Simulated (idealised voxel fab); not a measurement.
The document below concerns the process module designated voxel ribs on slabs.
Cross-section cut: width 230 nm, square cells of 5 nm.
A cross-section is written here as square cells arranged in a grid, and it is given in bands from the top down, each band taking up one or more rows of cells.
Within each band entry, the heights of the top and of the bottom of the band appear first, in that order and in nm; the materials of the band then follow from left to right, each with its corresponding width in nm. The designation "throughout" on a single material indicates that it fills the band from edge to edge; the designation "empty" indicates empty space.
Height datum 0, below which the as-received substrate wafer is one material. Lowest band open at the bottom, running downward: "0 -> down".
Width: "30->40" (first number = top row, second number = bottom row, same change from row to row of cells).
Given "nothing got changed" for a step, no cell of the cross-section differs between before and after that step.
Look at "Unvented internal voids" for the closed voids: empty spaces with no open path to the top, sized 8 cells or up. Each is width x height at distance, distance from the left edge, all nm.
after a step's settings: what the simulator itself notes on the step
"overlay nm", when on a step's line for a step with a mask, measures how far to the right of its planned place the mask lay; a negative measure means to the left.

Plan
step 1: RECEIVE with material Si
step 2: DIRECTIONAL_DEP with material SiO2, thk nm 25
step 3: DIRECTIONAL_DEP with material SiN, thk nm 20
step 4: PATTERN with tone cover, mask id RIB, material resist, width nm 20, thk nm 15, overlay nm 0
step 5: DIRECTIONAL_ETCH with etch materials SiN, depth nm 5
step 6: STRIP with etch materials resist
step 7: PATTERN with tone cover, mask id SLAB, material resist, width nm 50, thk nm 20, overlay nm 0
step 8: DIRECTIONAL_ETCH with etch materials SiN, depth nm 15
step 9: STRIP with etch materials resist
step 10: FILL_DEP with material SiO2, thk nm 15
step 11: CMP with height nm 55
step 12: DIRECTIONAL_DEP with material W, thk nm 5
step 13: PATTERN with tone cover, mask id HEATER, material resist, width nm 30, thk nm 20, overlay nm 0
step 14: DIRECTIONAL_ETCH with etch materials W, depth nm 5
step 15: STRIP with etch materials resist
step 16: CONFORMAL_DEP with material SiN, thk nm 10

Wafer as received: cross-section following step 1
	0 -> down: Si throughout
	Unvented internal voids: none

Post-module cross-section of the first of two wafers (run per plan)
	70 -> 65: empty 90 nm | SiN 50 nm | empty 90 nm
	65 -> 60: SiN throughout
	60 -> 55: SiN 100 nm | W 30 nm | SiN 100 nm
	55 -> 45: SiO2 throughout
	45 -> 40: SiO2 105 nm | SiN 20 nm | SiO2 105 nm
	40 -> 25: SiO2 90 nm | SiN 50 nm | SiO2 90 nm
	25 -> 0: SiO2 throughout
	0 -> down: Si throughout
	Unvented internal voids: none

Now the second wafer, cross-sectioned at the end of the module. Nothing different at the start, nothing different in the plan compared with the first, just one mistake when it was actually run
	70 -> 65: empty 90 nm | SiN 50 nm | empty 90 nm
	65 -> 60: SiN throughout
	60 -> 55: SiN 100 nm | W 30 nm | SiN 100 nm
	55 -> 50: SiO2 90 nm | SiN 50 nm | SiO2 90 nm
	50 -> 0: SiO2 throughout
	0 -> down: Si throughout
	Unvented internal voids: none
So what did we get wrong on this run? step 2 of the plan was carried out twice
Final wafer comparison in cells, second versus first, more or fewer per material: SiN -24 | SiO2 +24
